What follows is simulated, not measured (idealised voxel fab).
process module | voxel self aligned vias
cross-section cut | 250 nm wide | cells 5 nm
A cross-section is a grid of square cells, given in bands from the top down. A band is one or more rows of cells.
Each band's line starts with the height of the band's top and of its bottom, in nm. Then come its materials from left to right, each with its width in nm. One material with "throughout" fills the band from edge to edge. "air" is empty space.
Height 0 is the level under which the wafer as received is all one material. The lowest band goes on downwards, as in "0 down".
A width such as "30 to 40" changes by the same amount from each row of cells to the next, from the band's top row to its bottom row.
"no change" after a step means that no cell of the cross-section changed.
closed voids: empty space of 8 cells or more with no open way to the top, each as width x height at its distance from the left edge, in nm
after a step's settings: what the simulator itself notes on the step
overlay nm, on a step with a mask: how far to the right of its planned place the mask lay; to the left if negative
plan
1 op RECEIVE | material Si
2 op CONFORMAL_DEP | material SiO2 | thk nm 10
3 op CONFORMAL_DEP | material SiCN | thk nm 5
4 op DIRECTIONAL_DEP | material lowk | thk nm 25
5 op PATTERN | tone open | mask id LINES | material resist | width nm 30 | pitch nm 65 | thk nm 15 | overlay nm 0
6 op DIRECTIONAL_ETCH | etch materials lowk | depth nm 25
7 op STRIP | etch materials resist
8 op CONFORMAL_DEP | material TiN | thk nm 5
9 op FILL_DEP | material Ru | thk nm 10
10 op CMP | height nm 40
11 op SELECTIVE_ETCH | etch materials W Ru TiN | depth nm 10
12 op FILL_DEP | material SiN | thk nm 10
13 op CMP | height nm 40
14 op DIRECTIONAL_DEP | material lowk | thk nm 15
15 op PATTERN | tone open | mask id VIAS | material resist | width nm 50 | pitch nm 65 | thk nm 20 | overlay nm 0
16 op DIRECTIONAL_ETCH | etch materials lowk | depth nm 15
17 op DIRECTIONAL_ETCH | etch materials SiN | depth nm 10
18 op STRIP | etch materials resist
19 op CONFORMAL_DEP | material TiN | thk nm 5
20 op FILL_DEP | material W | thk nm 5
21 op CMP | height nm 55
22 op CONFORMAL_DEP | material SiN | thk nm 5
as received, after step 1
  0 down: Si throughout
  closed voids: none
a wafer at the end: this start, this plan, one mistake
  60 to 55: SiN throughout
  55 to 45: lowk 35 | TiN 5 | W 40 | TiN 5 | lowk 15 | TiN 5 | W 40 | TiN 5 | lowk 15 | TiN 5 | W 40 | TiN 5 | lowk 35
  45 to 35: lowk 35 to 45 | TiN 15 to 5 | W 20 | TiN 15 to 5 | lowk 15 to 35 | TiN 15 to 5 | W 20 | TiN 15 to 5 | lowk 15 to 35 | TiN 15 to 5 | W 20 | TiN 15 to 5 | lowk 35 to 45
  35 to 30: lowk 45 | TiN 30 | lowk 35 | TiN 30 | lowk 35 | TiN 30 | lowk 45
  30 to 20: lowk 45 | TiN 5 | Ru 20 | TiN 5 | lowk 35 | TiN 5 | Ru 20 | TiN 5 | lowk 35 | TiN 5 | Ru 20 | TiN 5 | lowk 45
  20 to 15: lowk 45 | TiN 30 | lowk 35 | TiN 30 | lowk 35 | TiN 30 | lowk 45
  15 to 5: SiO2 throughout
  5 to 0: SiCN throughout
  0 down: Si throughout
  closed voids: none
what went wrong: steps 2 and 3 were swapped
